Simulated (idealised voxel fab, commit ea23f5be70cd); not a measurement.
Process module under the name voxel double patterning
Cross-section cut: width 210 nm, square cells of 5 nm.
Reading order for cross-sections: top band down to bottom band. Underlying form: a grid of square cells. Band size: one or more rows of cells.
Heads up on the band format: heights come first, top then bottom, in nm. After that it's the materials left to right, each with its width in nm. A single material flagged "all across" fills the whole band edge to edge, and "empty" means there's empty space there.
All heights in this document are referenced to 0, defined as the level beneath which the wafer, as received, consists entirely of one material. The lowest band is not bounded below; it extends indefinitely downward and is written in the form "0 down".
A width such as "30 to 40" changes by the same amount from each row of cells to the next, from the band's top row to its bottom row.
Where a step carries "changes: none", the cross-section came out of it unchanged, cell for cell.
Each empty space that has no open way to the top and spans at least 8 cells appears under "Closed internal cavities" as width x height at distance, the distance counted from the left edge, all in nm.
Post-settings text on a step line: simulator's own remark regarding the step.
Steps that use a mask can have "overlay nm" on their line. It says how far the mask sat to the right of where it was meant to be. Negative means to the left.

[Process steps (planned)]
| 1 | RECEIVE, material Si |
| 2 | CONFORMAL_DEP, material SiO2, thk nm 10 |
| 3 | DIRECTIONAL_DEP, material polySi, thk nm 10 |
| 4 | DIRECTIONAL_DEP, material SiN, thk nm 10 |
| 5 | DIRECTIONAL_DEP, material aC, thk nm 10 |
| 6 | PATTERN, tone open, mask id FIRST, material resist, width nm 15, pitch nm 50, thk nm 25, overlay nm 0 |
| 7 | DIRECTIONAL_ETCH, etch materials aC, depth nm 10 |
| 8 | STRIP, etch materials resist |
| 9 | DIRECTIONAL_ETCH, etch materials SiN, depth nm 10 |
| 10 | STRIP, etch materials aC |
| 11 | MASKED_ETCH, tone open, mask id SECOND, width nm 15, pitch nm 50, etch materials SiN, depth nm 10, overlay nm 0 |
| 12 | DIRECTIONAL_ETCH, etch materials polySi, depth nm 10 |
| 13 | STRIP, etch materials SiN |

[First wafer out of two, processed as planned]

[Incoming wafer, cross-sectional view, post step 1]
0 down | Si all across
Closed internal cavities: none

[Cross-section: wafer state after step 2]
10 to 0 | SiO2 all across
Everything below 0 is unchanged.

[Cross-section: wafer state after step 3]
20 to 10 | polySi all across
Everything below 10 is unchanged.

[Cross-section: wafer state after step 4]
30 to 20 | SiN all across
Everything below 20 is unchanged.

[Cross-section: wafer state after step 5]
40 to 30 | aC all across
Everything below 30 is unchanged.

[Cross-section: wafer state after step 6]
65 to 40 | resist (45), then empty (15), then resist (35), then empty (15), then resist (35), then empty (15), then resist (50)
Everything below 40 is unchanged.

[Cross-section: wafer state after step 7]
55 to 40 | resist (45), then empty (15), then resist (35), then empty (15), then resist (35), then empty (15), then resist (50)
40 to 30 | aC (45), then empty (15), then aC (35), then empty (15), then aC (35), then empty (15), then aC (50)
Everything below 30 is unchanged.

[Cross-section: wafer state after step 8]
40 to 30 | aC (45), then empty (15), then aC (35), then empty (15), then aC (35), then empty (15), then aC (50)
Everything below 30 is unchanged.

[Cross-section: wafer state after step 9]
40 to 30 | aC (45), then empty (15), then aC (35), then empty (15), then aC (35), then empty (15), then aC (50)
30 to 20 | SiN (45), then empty (15), then SiN (35), then empty (15), then SiN (35), then empty (15), then SiN (50)
Everything below 20 is unchanged.

[Cross-section: wafer state after step 10]
30 to 20 | SiN (45), then empty (15), then SiN (35), then empty (15), then SiN (35), then empty (15), then SiN (50)
Everything below 20 is unchanged.

[Cross-section: wafer state after step 11]
30 to 20 | SiN (45), then empty (15), then SiN (10), then empty (15), then SiN (10), then empty (15), then SiN (10), then empty (15), then SiN (10), then empty (15), then SiN (50)
Everything below 20 is unchanged.

[Cross-section: wafer state after step 12]
30 to 20 | SiN (45), then empty (15), then SiN (10), then empty (15), then SiN (10), then empty (15), then SiN (10), then empty (15), then SiN (10), then empty (15), then SiN (50)
20 to 10 | polySi (45), then empty (15), then polySi (10), then empty (15), then polySi (10), then empty (15), then polySi (10), then empty (15), then polySi (10), then empty (15), then polySi (50)
Everything below 10 is unchanged.

[Cross-section: wafer state after step 13]
20 to 10 | polySi (45), then empty (15), then polySi (10), then empty (15), then polySi (10), then empty (15), then polySi (10), then empty (15), then polySi (10), then empty (15), then polySi (50)
Everything below 10 is unchanged.

[Now the other wafer: same start, same recipe, but we messed up one thing when running it. Up to and including step 1 it's the same as the first one]

[Cross-section, second wafer, at the end time the plan gives for step 2]
10 to 0 | aC all across
Everything below 0 is unchanged.

[Cross-section, second wafer, at the end time the plan gives for step 3]
20 to 10 | polySi all across
Everything below 10 is unchanged.

[Cross-section, second wafer, at the end time the plan gives for step 4]
30 to 20 | SiN all across
Everything below 20 is unchanged.

[Cross-section, second wafer, at the end time the plan gives for step 5]
40 to 30 | aC all across
Everything below 30 is unchanged.

[Cross-section, second wafer, at the end time the plan gives for step 6]
65 to 40 | resist (45), then empty (15), then resist (35), then empty (15), then resist (35), then empty (15), then resist (50)
Everything below 40 is unchanged.

[Cross-section, second wafer, at the end time the plan gives for step 7]
55 to 40 | resist (45), then empty (15), then resist (35), then empty (15), then resist (35), then empty (15), then resist (50)
40 to 30 | aC (45), then empty (15), then aC (35), then empty (15), then aC (35), then empty (15), then aC (50)
Everything below 30 is unchanged.

[Cross-section, second wafer, at the end time the plan gives for step 8]
40 to 30 | aC (45), then empty (15), then aC (35), then empty (15), then aC (35), then empty (15), then aC (50)
Everything below 30 is unchanged.

[Cross-section, second wafer, at the end time the plan gives for step 9]
40 to 30 | aC (45), then empty (15), then aC (35), then empty (15), then aC (35), then empty (15), then aC (50)
30 to 20 | SiN (45), then empty (15), then SiN (35), then empty (15), then SiN (35), then empty (15), then SiN (50)
Everything below 20 is unchanged.

[Cross-section, second wafer, at the end time the plan gives for step 10]
30 to 20 | SiN (45), then empty (15), then SiN (35), then empty (15), then SiN (35), then empty (15), then SiN (50)
Everything below 20 is unchanged.

[Cross-section, second wafer, at the end time the plan gives for step 11]
30 to 20 | SiN (45), then empty (15), then SiN (10), then empty (15), then SiN (10), then empty (15), then SiN (10), then empty (15), then SiN (10), then empty (15), then SiN (50)
Everything below 20 is unchanged.

[Cross-section, second wafer, at the end time the plan gives for step 12]
30 to 20 | SiN (45), then empty (15), then SiN (10), then empty (15), then SiN (10), then empty (15), then SiN (10), then empty (15), then SiN (10), then empty (15), then SiN (50)
20 to 10 | polySi (45), then empty (15), then polySi (10), then empty (15), then polySi (10), then empty (15), then polySi (10), then empty (15), then polySi (10), then empty (15), then polySi (50)
Everything below 10 is unchanged.

[Cross-section, second wafer, at the end time the plan gives for step 13]
20 to 10 | polySi (45), then empty (15), then polySi (10), then empty (15), then polySi (10), then empty (15), then polySi (10), then empty (15), then polySi (10), then empty (15), then polySi (50)
Everything below 10 is unchanged.
It is concluded that the wafer was processed incorrectly with respect to the plan, in that contrary to plan, step 2 was performed as CONFORMAL_DEP, material aC, thk nm 10
The closing comparison, in cells, has the second wafer with more or fewer of some materials than the first: 84 fewer of SiO2 | 84 more of aC
